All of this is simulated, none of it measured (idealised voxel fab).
Process module heading - voxel wiring stack
We display cut, a cross-section 280 nm in width whose square cells are each 5 nm.
Cross-section = grid of square cells, listed top down in bands; band = one or more rows. Band: top height; bottom height; in nm. Then, left to right: material with width in nm, for each material. "throughout": a single material spanning edge to edge. "blank": empty space. Height reference: 0 = level under which incoming wafer is all one material. Lowest band: no bottom, runs on downward, e.g. "z 0 and below". The two numbers in a width such as "30..40" mark its ends across the band: the first belongs to the top row of cells, the second to the bottom row, and from each row to the next the width moves by the same amount. "nothing altered" after a step means that no cell of the cross-section changed. So "Cavities, closed" is basically the list of trapped voids: any empty space of 8 cells or more that can't reach the top through an opening. They're written width x height at distance, the distance being from the left edge, and it's all nm. Whatever follows a step's settings on its line is a remark the simulator itself makes about that step. Regarding "overlay nm": on a step with a mask, it is the distance the mask lay to the right of its planned place; a negative value places it to the left.

Steps planned for the process:
1) RECEIVE,material Si
2) CONFORMAL_DEP,material SiO2,thk nm 15
3) CONFORMAL_DEP,material SiN,thk nm 5
4) DIRECTIONAL_DEP,material lowk,thk nm 15
5) DIRECTIONAL_DEP,material aC,thk nm 15
6) PATTERN,tone open,mask id METAL_1,material resist,width nm 25,pitch nm 55,thk nm 35,overlay nm 0
7) DIRECTIONAL_ETCH,etch materials aC,depth nm 15
8) STRIP,etch materials resist
9) DIRECTIONAL_ETCH,etch materials lowk,depth nm 15
10) DIRECTIONAL_ETCH,etch materials SiN,depth nm 5
11) STRIP,etch materials aC
12) CONFORMAL_DEP,material TiN,thk nm 5
13) FILL_DEP,material Cu,thk nm 10
14) CMP,height nm 35
15) EPI,material Ru,thk nm 5
16) FILL_DEP,material SiCN,thk nm 5
17) DIRECTIONAL_DEP,material SiO2,thk nm 25
18) MASKED_ETCH,tone open,mask id METAL_2,width nm 25,pitch nm 55,etch materials SiO2,depth nm 15,overlay nm 0
19) PATTERN,tone open,mask id METAL_2_HOLES,material resist,width nm 15,thk nm 20,overlay nm 0
20) DIRECTIONAL_ETCH,etch materials SiO2,depth nm 10
21) DIRECTIONAL_ETCH,etch materials SiCN,depth nm 5
22) STRIP,etch materials resist
23) CONFORMAL_DEP,material TiN,thk nm 5
24) FILL_DEP,material Cu,thk nm 5
25) CMP,height nm 70
26) CONFORMAL_DEP,material SiCN,thk nm 5
27) DIRECTIONAL_DEP,material SiO2,thk nm 30
28) PATTERN,tone open,mask id METAL_3,material resist,width nm 25,pitch nm 55,thk nm 15,overlay nm 0
29) DIRECTIONAL_ETCH,etch materials SiO2,depth nm 5
30) STRIP,etch materials resist
31) PATTERN,tone open,mask id METAL_3_HOLES,material resist,width nm 15,pitch nm 55,thk nm 15,overlay nm 0
32) DIRECTIONAL_ETCH,etch materials SiO2,depth nm 15
33) DIRECTIONAL_ETCH,etch materials SiCN,depth nm 5
34) STRIP,etch materials resist
35) CONFORMAL_DEP,material TiN,thk nm 5
36) FILL_DEP,material Ru,thk nm 10
37) CMP,height nm 105
38) CONFORMAL_DEP,material SiCN,thk nm 5
The value of depth nm given for step 29 in the plan refers to the first wafer; the wafers vary in this setting and are alike at the start.

As received, i.e. after step 1: cross-section through the first of several wafers:
	z 0 and below  Si throughout
	Cavities, closed: none

What follows is a table in which each wafer occupies a row; for the wafer as it stands at the close of the module, the row states, material by material, how many cells have been gained (+) or lost (-) since receipt, and then gives its closed voids:
depth nm 5 | +33 Cu | +20 Ru | +207 SiCN | +46 SiN | +720 SiO2 | +68 TiN | +138 lowk | Cavities, closed: none
depth nm 10 | +33 Cu | +26 Ru | +207 SiCN | +46 SiN | +710 SiO2 | +72 TiN | +138 lowk | Cavities, closed: none
depth nm 15 | +33 Cu | +34 Ru | +201 SiCN | +46 SiN | +700 SiO2 | +80 TiN | +138 lowk | Cavities, closed: none
depth nm 20 | +33 Cu | +38 Ru | +201 SiCN | +46 SiN | +696 SiO2 | +80 TiN | +138 lowk | Cavities, closed: none
depth nm 25 | +33 Cu | +42 Ru | +201 SiCN | +46 SiN | +692 SiO2 | +80 TiN | +138 lowk | Cavities, closed: none
depth nm 30 | +33 Cu | +46 Ru | +201 SiCN | +46 SiN | +688 SiO2 | +80 TiN | +138 lowk | Cavities, closed: none
